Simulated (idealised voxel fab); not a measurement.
Process module heading - voxel wiring stack
225 nm wide, 5 nm square cells: that's cross-section cut.
Heads up, the way a cross-section reads in here is a grid of square cells, handed over as bands from the top down, with every band being one or more rows of cells.
It is stipulated that each band's entry specify, in nanometres, the height of the top of the band and then that of its bottom, followed by the materials of the band in left-to-right sequence, each together with its width in nanometres. A single material marked by the word "throughout" is understood to fill the band from edge to edge; the word "air" is understood to denote empty space.
All heights in this document are referenced to 0, defined as the level beneath which the wafer, as received, consists entirely of one material. The lowest band is not bounded below; it extends indefinitely downward and is written in the form "0 and below".
You'd read "30 to 40" like this: the band's top row of cells is as wide as the first number, its bottom row is as wide as the second, and going down, every row changes width by the same amount as the row before did.
"everything unchanged" for a step: no cell of the cross-section changed in that step.
"Listed closed voids" means: voids of 8 cells or more that are shut off from the top with no open way through. Written width x height at distance, distance from the left edge, in nm.
Formally, on a step line, whatever follows the settings is a remark that the simulator itself makes on the step.
Steps that use a mask can have "overlay nm" on their line. It says how far the mask sat to the right of where it was meant to be. Negative means to the left.
## plan
| 1 | RECEIVE [material Si] |
| 2 | CONFORMAL_DEP [material SiO2] [thk nm 15] |
| 3 | DIRECTIONAL_DEP [material TiN] [thk nm 5] |
| 4 | DIRECTIONAL_DEP [material Ru] [thk nm 20] |
| 5 | MASKED_ETCH [tone cover] [mask id METAL_1] [width nm 20] [pitch nm 40] [etch materials Ru] [depth nm 20] [overlay nm 0] |
| 6 | MASKED_ETCH [tone cover] [mask id METAL_1] [width nm 20] [pitch nm 40] [etch materials TiN] [depth nm 5] [overlay nm 0] |
| 7 | FILL_DEP [material lowk] [thk nm 5] |
| 8 | CMP [height nm 40] |
| 9 | CONFORMAL_DEP [material SiCN] [thk nm 5] |
| 10 | DIRECTIONAL_DEP [material SiO2] [thk nm 20] |
| 11 | DIRECTIONAL_DEP [material aC] [thk nm 10] |
| 12 | PATTERN [tone open] [mask id PLUG_1] [material resist] [width nm 15] [thk nm 25] [overlay nm 0] |
| 13 | DIRECTIONAL_ETCH [etch materials aC] [depth nm 10] |
| 14 | STRIP [etch materials resist] |
| 15 | DIRECTIONAL_ETCH [etch materials SiO2] [depth nm 20] |
| 16 | DIRECTIONAL_ETCH [etch materials SiCN] [depth nm 5] |
| 17 | STRIP [etch materials aC] |
| 18 | CONFORMAL_DEP [material TiN] [thk nm 5] |
| 19 | FILL_DEP [material Ru] [thk nm 10] |
| 20 | CMP [height nm 65] |
| 21 | CONFORMAL_DEP [material SiN] [thk nm 5] |
| 22 | DIRECTIONAL_DEP [material SiO2] [thk nm 20] |
| 23 | DIRECTIONAL_DEP [material aC] [thk nm 15] |
| 24 | PATTERN [tone open] [mask id METAL_2] [material resist] [width nm 20] [pitch nm 40] [thk nm 30] [overlay nm 0] |
| 25 | DIRECTIONAL_ETCH [etch materials aC] [depth nm 15] |
| 26 | STRIP [etch materials resist] |
| 27 | DIRECTIONAL_ETCH [etch materials SiO2] [depth nm 20] |
| 28 | DIRECTIONAL_ETCH [etch materials SiN] [depth nm 5] |
| 29 | STRIP [etch materials aC] |
| 30 | CONFORMAL_DEP [material TiN] [thk nm 5] |
| 31 | FILL_DEP [material Cu] [thk nm 5] |
| 32 | CMP [height nm 90] |
| 33 | EPI [material Ru] [thk nm 5] |
| 34 | FILL_DEP [material SiCN] [thk nm 5] |
| 35 | DIRECTIONAL_DEP [material SiO2] [thk nm 30] |
| 36 | MASKED_ETCH [tone open] [mask id METAL_3_HOLES] [width nm 15] [etch materials SiO2] [depth nm 30] [overlay nm 0] |
| 37 | MASKED_ETCH [tone open] [mask id METAL_3] [width nm 20] [pitch nm 40] [etch materials SiO2] [depth nm 15] [overlay nm 0] |
| 38 | MASKED_ETCH [tone open] [mask id METAL_3] [width nm 20] [pitch nm 40] [etch materials SiCN] [depth nm 5] [overlay nm 0] |
| 39 | CONFORMAL_DEP [material TiN] [thk nm 5] |
| 40 | FILL_DEP [material Cu] [thk nm 10] |
| 41 | CMP [height nm 130] |
| 42 | CONFORMAL_DEP [material SiN] [thk nm 5] |
## The first of the two wafers, which ran as planned
## This is the cross-section of the wafer as we received it, i.e. after step 1
    0 and below | Si throughout
    Listed closed voids: none
## Cross-sectional representation of the wafer at the conclusion of step 2
    15 down to 0 | SiO2 throughout
    Lower than 0, everything is as it was.
## Cross-sectional representation of the wafer at the conclusion of step 3
    20 down to 15 | TiN throughout
    Lower than 15, everything is as it was.
## Cross-sectional representation of the wafer at the conclusion of step 4
    40 down to 20 | Ru throughout
    Lower than 20, everything is as it was.
## Cross-sectional representation of the wafer at the conclusion of step 5
    40 down to 20 | air 80 / Ru 20 / air 20 / Ru 20 / air 85
    Lower than 20, everything is as it was.
## Cross-sectional representation of the wafer at the conclusion of step 6
    40 down to 20 | air 80 / Ru 20 / air 20 / Ru 20 / air 85
    20 down to 15 | air 80 / TiN 20 / air 20 / TiN 20 / air 85
    Lower than 15, everything is as it was.
## Cross-sectional representation of the wafer at the conclusion of step 7
    45 down to 40 | lowk throughout
    40 down to 20 | lowk 80 / Ru 20 / lowk 20 / Ru 20 / lowk 85
    20 down to 15 | lowk 80 / TiN 20 / lowk 20 / TiN 20 / lowk 85
    Lower than 15, everything is as it was.
## Cross-sectional representation of the wafer at the conclusion of step 8
    40 down to 20 | lowk 80 / Ru 20 / lowk 20 / Ru 20 / lowk 85
    Lower than 20, everything is as it was.
## Cross-sectional representation of the wafer at the conclusion of step 9
    45 down to 40 | SiCN throughout
    Lower than 40, everything is as it was.
## Cross-sectional representation of the wafer at the conclusion of step 10
    65 down to 45 | SiO2 throughout
    Lower than 45, everything is as it was.
## Cross-sectional representation of the wafer at the conclusion of step 11
    75 down to 65 | aC throughout
    Lower than 65, everything is as it was.
## Cross-sectional representation of the wafer at the conclusion of step 12
    100 down to 75 | resist 80 / air 15 / resist 130
    Lower than 75, everything is as it was.
## Cross-sectional representation of the wafer at the conclusion of step 13
    90 down to 75 | resist 80 / air 15 / resist 130
    75 down to 65 | aC 80 / air 15 / aC 130
    Lower than 65, everything is as it was.
## Cross-sectional representation of the wafer at the conclusion of step 14
    75 down to 65 | aC 80 / air 15 / aC 130
    Lower than 65, everything is as it was.
## Cross-sectional representation of the wafer at the conclusion of step 15
    75 down to 65 | aC 80 / air 15 / aC 130
    65 down to 45 | SiO2 80 / air 15 / SiO2 130
    Lower than 45, everything is as it was.
## Cross-sectional representation of the wafer at the conclusion of step 16
    75 down to 65 | aC 80 / air 15 / aC 130
    65 down to 45 | SiO2 80 / air 15 / SiO2 130
    45 down to 40 | SiCN 80 / air 15 / SiCN 130
    Lower than 40, everything is as it was.
## Cross-sectional representation of the wafer at the conclusion of step 17
    65 down to 45 | SiO2 80 / air 15 / SiO2 130
    Lower than 45, everything is as it was.
## Cross-sectional representation of the wafer at the conclusion of step 18
    70 down to 65 | TiN 85 / air 5 / TiN 135
    65 down to 45 | SiO2 80 / TiN 5 / air 5 / TiN 5 / SiO2 130
    45 down to 40 | SiCN 80 / TiN 15 / SiCN 130
    Lower than 40, everything is as it was.
## Cross-sectional representation of the wafer at the conclusion of step 19
    80 down to 70 | Ru throughout
    70 down to 65 | TiN 85 / Ru 5 / TiN 135
    65 down to 45 | SiO2 80 / TiN 5 / Ru 5 / TiN 5 / SiO2 130
    Lower than 45, everything is as it was.
## Cross-sectional representation of the wafer at the conclusion of step 20
    65 down to 45 | SiO2 80 / TiN 5 / Ru 5 / TiN 5 / SiO2 130
    Lower than 45, everything is as it was.
## Cross-sectional representation of the wafer at the conclusion of step 21
    70 down to 65 | SiN throughout
    Lower than 65, everything is as it was.
## Cross-sectional representation of the wafer at the conclusion of step 22
    90 down to 70 | SiO2 throughout
    Lower than 70, everything is as it was.
## Cross-sectional representation of the wafer at the conclusion of step 23
    105 down to 90 | aC throughout
    Lower than 90, everything is as it was.
## Cross-sectional representation of the wafer at the conclusion of step 24
    135 down to 105 | resist 80 / air 20 / resist 20 / air 20 / resist 85
    Lower than 105, everything is as it was.
## Cross-sectional representation of the wafer at the conclusion of step 25
    120 down to 105 | resist 80 / air 20 / resist 20 / air 20 / resist 85
    105 down to 90 | aC 80 / air 20 / aC 20 / air 20 / aC 85
    Lower than 90, everything is as it was.
## Cross-sectional representation of the wafer at the conclusion of step 26
    105 down to 90 | aC 80 / air 20 / aC 20 / air 20 / aC 85
    Lower than 90, everything is as it was.
## Cross-sectional representation of the wafer at the conclusion of step 27
    105 down to 90 | aC 80 / air 20 / aC 20 / air 20 / aC 85
    90 down to 70 | SiO2 80 / air 20 / SiO2 20 / air 20 / SiO2 85
    Lower than 70, everything is as it was.
## Cross-sectional representation of the wafer at the conclusion of step 28
    105 down to 90 | aC 80 / air 20 / aC 20 / air 20 / aC 85
    90 down to 70 | SiO2 80 / air 20 / SiO2 20 / air 20 / SiO2 85
    70 down to 65 | SiN 80 / air 20 / SiN 20 / air 20 / SiN 85
    Lower than 65, everything is as it was.
## Cross-sectional representation of the wafer at the conclusion of step 29
    90 down to 70 | SiO2 80 / air 20 / SiO2 20 / air 20 / SiO2 85
    Lower than 70, everything is as it was.
## Cross-sectional representation of the wafer at the conclusion of step 30
    95 down to 90 | TiN 85 / air 10 / TiN 30 / air 10 / TiN 90
    90 down to 70 | SiO2 80 / TiN 5 / air 10 / TiN 5 / SiO2 20 / TiN 5 / air 10 / TiN 5 / SiO2 85
    70 down to 65 | SiN 80 / TiN 20 / SiN 20 / TiN 20 / SiN 85
    Lower than 65, everything is as it was.
## Cross-sectional representation of the wafer at the conclusion of step 31
    100 down to 95 | Cu throughout
    95 down to 90 | TiN 85 / Cu 10 / TiN 30 / Cu 10 / TiN 90
    90 down to 70 | SiO2 80 / TiN 5 / Cu 10 / TiN 5 / SiO2 20 / TiN 5 / Cu 10 / TiN 5 / SiO2 85
    Lower than 70, everything is as it was.
## Cross-sectional representation of the wafer at the conclusion of step 32
    90 down to 70 | SiO2 80 / TiN 5 / Cu 10 / TiN 5 / SiO2 20 / TiN 5 / Cu 10 / TiN 5 / SiO2 85
    Lower than 70, everything is as it was.
## Cross-sectional representation of the wafer at the conclusion of step 33
    95 down to 90 | air 75 / Ru 30 / air 10 / Ru 30 / air 80
    Lower than 90, everything is as it was.
## Cross-sectional representation of the wafer at the conclusion of step 34
    100 down to 95 | SiCN throughout
    95 down to 90 | SiCN 75 / Ru 30 / SiCN 10 / Ru 30 / SiCN 80
    Lower than 90, everything is as it was.
## Cross-sectional representation of the wafer at the conclusion of step 35
    130 down to 100 | SiO2 throughout
    Lower than 100, everything is as it was.
## Cross-sectional representation of the wafer at the conclusion of step 36
    130 down to 100 | SiO2 80 / air 15 / SiO2 130
    Lower than 100, everything is as it was.
## Cross-sectional representation of the wafer at the conclusion of step 37
    130 down to 115 | SiO2 80 / air 20 / SiO2 20 / air 20 / SiO2 85
    Lower than 115, everything is as it was.
## Cross-sectional representation of the wafer at the conclusion of step 38
    130 down to 115 | SiO2 80 / air 20 / SiO2 20 / air 20 / SiO2 85
    115 down to 100 | SiO2 80 / air 15 / SiO2 130
    100 down to 95 | SiCN 80 / air 15 / SiCN 130
    Lower than 95, everything is as it was.
## Cross-sectional representation of the wafer at the conclusion of step 39
    135 down to 130 | TiN 85 / air 10 / TiN 30 / air 10 / TiN 90
    130 down to 120 | SiO2 80 / TiN 5 / air 10 / TiN 5 / SiO2 20 / TiN 5 / air 10 / TiN 5 / SiO2 85
    120 down to 115 | SiO2 80 / TiN 5 / air 5 / TiN 10 / SiO2 20 / TiN 20 / SiO2 85
    115 down to 100 | SiO2 80 / TiN 5 / air 5 / TiN 5 / SiO2 130
    100 down to 95 | SiCN 80 / TiN 15 / SiCN 130
    Lower than 95, everything is as it was.
## Cross-sectional representation of the wafer at the conclusion of step 40
    145 down to 135 | Cu throughout
    135 down to 130 | TiN 85 / Cu 10 / TiN 30 / Cu 10 / TiN 90
    130 down to 120 | SiO2 80 / TiN 5 / Cu 10 / TiN 5 / SiO2 20 / TiN 5 / Cu 10 / TiN 5 / SiO2 85
    120 down to 115 | SiO2 80 / TiN 5 / Cu 5 / TiN 10 / SiO2 20 / TiN 20 / SiO2 85
    115 down to 100 | SiO2 80 / TiN 5 / Cu 5 / TiN 5 / SiO2 130
    Lower than 100, everything is as it was.
## Cross-sectional representation of the wafer at the conclusion of step 41
    130 down to 120 | SiO2 80 / TiN 5 / Cu 10 / TiN 5 / SiO2 20 / TiN 5 / Cu 10 / TiN 5 / SiO2 85
    Lower than 120, everything is as it was.
## Cross-sectional representation of the wafer at the conclusion of step 42
    135 down to 130 | SiN throughout
    Lower than 130, everything is as it was.
## Now the other wafer: same start, same recipe, but we messed up one thing when running it. Up to and including step 36 it's the same as the first one
## Cross-sectional view of the second wafer at the intended end time of process step 37
    130 down to 115 | SiO2 80 / air 20 / SiO2 25 / air 15 / SiO2 85
    Lower than 115, everything is as it was.
## Cross-sectional view of the second wafer at the intended end time of process step 38
    130 down to 115 | SiO2 80 / air 20 / SiO2 25 / air 15 / SiO2 85
    115 down to 100 | SiO2 80 / air 15 / SiO2 130
    100 down to 95 | SiCN 80 / air 15 / SiCN 130
    Lower than 95, everything is as it was.
## Cross-sectional view of the second wafer at the intended end time of process step 39
    135 down to 130 | TiN 85 / air 10 / TiN 35 / air 5 / TiN 90
    130 down to 120 | SiO2 80 / TiN 5 / air 10 / TiN 5 / SiO2 25 / TiN 5 / air 5 / TiN 5 / SiO2 85
    120 down to 115 | SiO2 80 / TiN 5 / air 5 / TiN 10 / SiO2 25 / TiN 15 / SiO2 85
    115 down to 100 | SiO2 80 / TiN 5 / air 5 / TiN 5 / SiO2 130
    100 down to 95 | SiCN 80 / TiN 15 / SiCN 130
    Lower than 95, everything is as it was.
## Cross-sectional view of the second wafer at the intended end time of process step 40
    145 down to 135 | Cu throughout
    135 down to 130 | TiN 85 / Cu 10 / TiN 35 / Cu 5 / TiN 90
    130 down to 120 | SiO2 80 / TiN 5 / Cu 10 / TiN 5 / SiO2 25 / TiN 5 / Cu 5 / TiN 5 / SiO2 85
    120 down to 115 | SiO2 80 / TiN 5 / Cu 5 / TiN 10 / SiO2 25 / TiN 15 / SiO2 85
    115 down to 100 | SiO2 80 / TiN 5 / Cu 5 / TiN 5 / SiO2 130
    Lower than 100, everything is as it was.
## Cross-sectional view of the second wafer at the intended end time of process step 41
    130 down to 120 | SiO2 80 / TiN 5 / Cu 10 / TiN 5 / SiO2 25 / TiN 5 / Cu 5 / TiN 5 / SiO2 85
    Lower than 120, everything is as it was.
## Cross-sectional view of the second wafer at the intended end time of process step 42
    135 down to 130 | SiN throughout
    Lower than 130, everything is as it was.
Want to know what went wrong? step 37 did not use the planned setting and instead ran as MASKED_ETCH [tone open] [mask id METAL_3] [width nm 15] [pitch nm 40] [etch materials SiO2] [depth nm 15] [overlay nm 0]
Final difference in cells, second wafer against first, listed per material as more or fewer: 2 fewer of Cu, 3 more of SiO2, 1 fewer of TiN
